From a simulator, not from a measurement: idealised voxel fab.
process module | voxel wiring stack
cross-section cut | 245 nm wide | cells 5 nm
A cross-section is a grid of square cells, given in bands from the top down. A band is one or more rows of cells.
Each band's line starts with the height of the band's top and of its bottom, in nm. Then come its materials from left to right, each with its width in nm. One material with "throughout" fills the band from edge to edge. "air" is empty space.
Height 0 is the level under which the wafer as received is all one material. The lowest band goes on downwards, as in "0 down".
A width such as "30 to 40" changes by the same amount from each row of cells to the next, from the band's top row to its bottom row.
"no change" after a step means that no cell of the cross-section changed.
closed voids: empty space of 8 cells or more with no open way to the top, each as width x height at its distance from the left edge, in nm
after a step's settings: what the simulator itself notes on the step
overlay nm, on a step with a mask: how far to the right of its planned place the mask lay; to the left if negative
plan
1 op RECEIVE | material Si
2 op CONFORMAL_DEP | material SiO2 | thk nm 10
3 op CONFORMAL_DEP | material SiCN | thk nm 5
4 op DIRECTIONAL_DEP | material lowk | thk nm 20
5 op PATTERN | tone open | mask id METAL_1 | material resist | width nm 25 | pitch nm 55 | thk nm 20 | overlay nm 0
6 op DIRECTIONAL_ETCH | etch materials lowk | depth nm 20
7 op DIRECTIONAL_ETCH | etch materials SiCN | depth nm 5
8 op STRIP | etch materials resist
9 op CONFORMAL_DEP | material TiN | thk nm 5
10 op FILL_DEP | material W | thk nm 10
11 op CMP | height nm 35
12 op CONFORMAL_DEP | material SiCN | thk nm 5
13 op DIRECTIONAL_DEP | material lowk | thk nm 35
14 op PATTERN | tone open | mask id METAL_2 | material resist | width nm 25 | pitch nm 55 | thk nm 15 | overlay nm 0
15 op DIRECTIONAL_ETCH | etch materials lowk | depth nm 20
16 op STRIP | etch materials resist
17 op PATTERN | tone open | mask id METAL_2_HOLES | material resist | width nm 15 | pitch nm 110 | thk nm 20 | overlay nm 0
18 op DIRECTIONAL_ETCH | etch materials lowk | depth nm 15
19 op DIRECTIONAL_ETCH | etch materials SiCN | depth nm 5
20 op STRIP | etch materials resist
21 op CONFORMAL_DEP | material TiN | thk nm 5
22 op FILL_DEP | material Cu | thk nm 5
23 op CMP | height nm 75
24 op CONFORMAL_DEP | material SiN | thk nm 5
as received, after step 1
  0 down: Si throughout
  closed voids: none
a wafer at the end: this start, this plan, one mistake
  80 to 75: SiN throughout
  75 to 60: lowk 25 | TiN 5 | Cu 15 | TiN 5 | lowk 30 | TiN 5 | Cu 15 | TiN 5 | lowk 30 | TiN 5 | Cu 15 | TiN 5 | lowk 30 | TiN 5 | Cu 15 | TiN 5 | lowk 30
  60 to 55: lowk 25 | TiN 5 | Cu 5 | TiN 15 | lowk 30 | TiN 25 | lowk 30 | TiN 5 | Cu 5 | TiN 15 | lowk 30 | TiN 25 | lowk 30
  55 to 45: lowk 25 | TiN 5 | Cu 5 | TiN 5 | lowk 95 | TiN 5 | Cu 5 | TiN 5 | lowk 95
  45 to 40: lowk 25 | TiN 15 | lowk 95 | TiN 15 | lowk 95
  40 to 35: lowk throughout
  35 to 15: lowk 25 | TiN 5 | W 15 | TiN 5 | lowk 30 | TiN 5 | W 15 | TiN 5 | lowk 30 | TiN 5 | W 15 | TiN 5 | lowk 30 | TiN 5 | W 15 | TiN 5 | lowk 30
  15 to 10: SiCN 25 | TiN 25 | SiCN 30 | TiN 25 | SiCN 30 | TiN 25 | SiCN 30 | TiN 25 | SiCN 30
  10 to 0: SiO2 throughout
  0 down: Si throughout
  closed voids: none
what went wrong: step 12 ran as: op CONFORMAL_DEP | material lowk | thk nm 5
